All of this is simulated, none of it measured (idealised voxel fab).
Module name: voxel released beams (process module)
Each square cell in cross-section cut measures 5 nm, and the section as a whole is 250 nm wide.
How to read a cross-section here: the picture is a grid of square cells, written as bands going from the top down, and any band can span one or more rows of cells. Top height, bottom height, nm. Materials left to right, width each, nm. Single material + "edge to edge" = fills band edge to edge. "air" = empty. Heights are measured from 0, the level below which the as-received wafer is all one material; the lowest band has no bottom and continues downward, written as in "0 down". The two numbers in a width such as "30..40" mark its ends across the band: the first belongs to the top row of cells, the second to the bottom row, and from each row to the next the width moves by the same amount. Any step labelled "all unchanged" changed none of the cells in the cross-section. "Catalogued sealed voids" means: voids of 8 cells or more that are shut off from the top with no open way through. Written width x height at distance, distance from the left edge, in nm. Post-settings text on a step line: simulator's own remark regarding the step. "overlay nm", when on a step's line for a step with a mask, measures how far to the right of its planned place the mask lay; a negative measure means to the left.
[The process steps that were planned are listed below]
| 1 | RECEIVE [material Si] |
| 2 | CONFORMAL_DEP [material SiN] [thk nm 5] |
| 3 | DIRECTIONAL_DEP [material SiO2] [thk nm 20] |
| 4 | PATTERN [tone open] [mask id ANCHOR] [material resist] [width nm 45] [thk nm 15] [overlay nm 0] |
| 5 | DIRECTIONAL_ETCH [etch materials SiO2] [depth nm 20] |
| 6 | STRIP [etch materials resist] |
| 7 | CONFORMAL_DEP [material TiN] [thk nm 15] |
| 8 | MASKED_ETCH [tone cover] [mask id BEAM] [width nm 130] [etch materials TiN] [depth nm 15] [overlay nm 0] |
| 9 | STRIP [etch materials SiO2] |
[Wafer at receipt (post step 1), cross-section]
0 down  Si edge to edge
Catalogued sealed voids: none
[Starting structure and process plan are as shown above, but one mistake was made in running the module; the wafer cross-section at the end of the module follows]
40 to 25  air 55, TiN 15, air 15, TiN 100, air 65
25 to 20  air 55, TiN 15, air 15, TiN 15, air 150
20 to 5  air 55, TiN 45, air 150
5 to 0  SiN edge to edge
0 down  Si edge to edge
Catalogued sealed voids: none
What broke from the plan during processing? step 4 ran differently from the plan; actual operation with settings: PATTERN [tone open] [mask id ANCHOR] [material resist] [width nm 45] [thk nm 15] [overlay nm -5]
